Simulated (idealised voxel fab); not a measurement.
The document below concerns the process module designated voxel self aligned vias.
Pictured: cross-section cut, 300 nm wide, on a grid of 5 nm square cells.
Notation: cross-section as square-cell grid; stated in bands, top first, going down; one or more cell rows per band.
This entry defines a band. It first specifies the height of the band's top and the height of its bottom in nm, and then specifies the band's materials from left to right, stating each material with its width in nm. The word "edge to edge" identifies a single material that fills the band from edge to edge, while the word "empty" identifies empty space.
Height is counted from the level 0, under which the received wafer is composed throughout of one material. The lowest of the bands is not closed at the bottom but continues downward, in the notation "0 nm and below".
Think of "30 to 40" as a width that walks from the first number to the second as you go down the band, top row to bottom row, taking equal-sized steps from row to row.
A step reported as "nothing got changed" is a step in which no cell of the cross-section changed.
Empty spaces counting at least 8 cells and having no open way to the top are listed in "Voids, fully enclosed". The notation width x height at distance is used for each, the distance being from the left edge and all three values in nm.
It should be noted that, on the line of a given step, the content following the step's settings is a remark produced by the simulator itself with respect to that step.
"overlay nm", when on a step's line for a step with a mask, measures how far to the right of its planned place the mask lay; a negative measure means to the left.

[Steps planned for the process]
1,RECEIVE | material Si
2,CONFORMAL_DEP | material SiO2 | thk nm 10
3,CONFORMAL_DEP | material SiCN | thk nm 5
4,DIRECTIONAL_DEP | material lowk | thk nm 25
5,PATTERN | tone open | mask id LINES | material resist | width nm 25 | pitch nm 50 | thk nm 20 | overlay nm 0
6,DIRECTIONAL_ETCH | etch materials lowk | depth nm 25
7,STRIP | etch materials resist
8,CONFORMAL_DEP | material TiN | thk nm 5
9,FILL_DEP | material W | thk nm 5
10,CMP | height nm 40
11,SELECTIVE_ETCH | etch materials W Ru TiN | depth nm 5
12,FILL_DEP | material SiN | thk nm 10
13,CMP | height nm 40
14,DIRECTIONAL_DEP | material lowk | thk nm 15
15,MASKED_ETCH | tone open | mask id VIAS | width nm 35 | pitch nm 50 | etch materials lowk | depth nm 15 | overlay nm 0
16,MASKED_ETCH | tone open | mask id VIAS | width nm 35 | pitch nm 50 | etch materials SiN | depth nm 5 | overlay nm 0
17,CONFORMAL_DEP | material TiN | thk nm 5
18,FILL_DEP | material Cu | thk nm 10
19,CMP | height nm 55
20,CONFORMAL_DEP | material SiN | thk nm 5

[As received (post step 1): cross-section]
- 0 nm and below | Si edge to edge
- Voids, fully enclosed: none

[One mistake in running the module, otherwise start and plan as above: cross-section at the end]
- 60 nm to 55 nm | SiN edge to edge
- 55 nm to 40 nm | lowk 105 nm / TiN 5 nm / Cu 25 nm / TiN 5 nm / lowk 15 nm / TiN 5 nm / Cu 25 nm / TiN 5 nm / lowk 110 nm
- 40 nm to 35 nm | SiN 105 nm / TiN 35 nm / SiN 15 nm / TiN 35 nm / SiN 110 nm
- 35 nm to 15 nm | lowk 110 nm / TiN 5 nm / W 15 nm / TiN 5 nm / lowk 25 nm / TiN 5 nm / W 15 nm / TiN 5 nm / lowk 115 nm
- 15 nm to 10 nm | lowk 110 nm / TiN 25 nm / lowk 25 nm / TiN 25 nm / lowk 115 nm
- 10 nm to 0 nm | SiO2 edge to edge
- 0 nm and below | Si edge to edge
- Voids, fully enclosed: none
Short version of what went wrong: step 3 from the plan never happened, it was just skipped
